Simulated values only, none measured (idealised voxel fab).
Process module in this document: voxel released beams
Square cell edge 5 nm, section width 260 nm, ID cut.
Cross-sections here: square-cell grids, written as top-down lists of bands, a band being one or more rows of cells. Within each band entry, the heights of the top and of the bottom of the band appear first, in that order and in nm; the materials of the band then follow from left to right, each with its corresponding width in nm. The designation "edge to edge" on a single material indicates that it fills the band from edge to edge; the designation "blank" indicates empty space. Height 0 is the level under which the wafer as received is all one material. The lowest band goes on downwards, as in "0..down". A width such as "30 to 40" changes by the same amount from each row of cells to the next, from the band's top row to its bottom row. "nothing altered", as given for a step, is the statement that not any cell of the cross-section underwent a change during that step. For the entry "Fully enclosed voids", the listed items are empty spaces with no open way to the top whose size is 8 cells or more; each item follows the pattern width x height at distance, where distance is from the left edge and all three are in nm. Step line, after settings: the simulator's comment on this step. "overlay nm" on a masked step: distance the mask lay right of its planned place, negative for left.

LISTED BELOW ARE THE PROCESS STEPS AS PLANNED
1. op RECEIVE | material Si
2. op CONFORMAL_DEP | material Al2O3 | thk nm 5
3. op DIRECTIONAL_DEP | material SiO2 | thk nm 10
4. op PATTERN | tone open | mask id ANCHOR | material resist | width nm 35 | thk nm 20 | overlay nm 0
5. op DIRECTIONAL_ETCH | etch materials SiO2 | depth nm 10
6. op STRIP | etch materials resist
7. op CONFORMAL_DEP | material SiN | thk nm 10
8. op DIRECTIONAL_DEP | material aC | thk nm 15
9. op PATTERN | tone cover | mask id BEAM | material resist | width nm 90 | thk nm 35 | overlay nm 0
10. op DIRECTIONAL_ETCH | etch materials aC | depth nm 15
11. op STRIP | etch materials resist
12. op DIRECTIONAL_ETCH | etch materials SiN | depth nm 10
13. op STRIP | etch materials aC
14. op STRIP | etch materials SiO2

CROSS-SECTION: WAFER ON ARRIVAL = AFTER STEP 1
0..down: Si edge to edge
Fully enclosed voids: none

MODULE COMPLETE - CROSS-SECTION OF THE FIRST OF TWO WAFERS, RUN ACCORDING TO PLAN
25..15: blank=80; SiN=15; blank=15; SiN=60; blank=90
15..5: blank=85; SiN=35; blank=140
5..0: Al2O3 edge to edge
0..down: Si edge to edge
Fully enclosed voids: none

SECOND WAFER AT THE END: LIKE START, LIKE PLAN, ONE MISTAKE
25..15: blank=80; SiN=50; blank=130
15..5: blank=75; SiN=10; SiO2=35; SiN=50; blank=90
5..0: Al2O3 edge to edge
0..down: Si edge to edge
Fully enclosed voids: none
What broke from the plan during processing? rather than as planned, step 4 actually ran as op PATTERN | tone cover | mask id ANCHOR | material resist | width nm 35 | thk nm 20 | overlay nm 0
FYI, end of process, the second wafer has more or fewer cells of some materials than the first: 14 more of SiO2
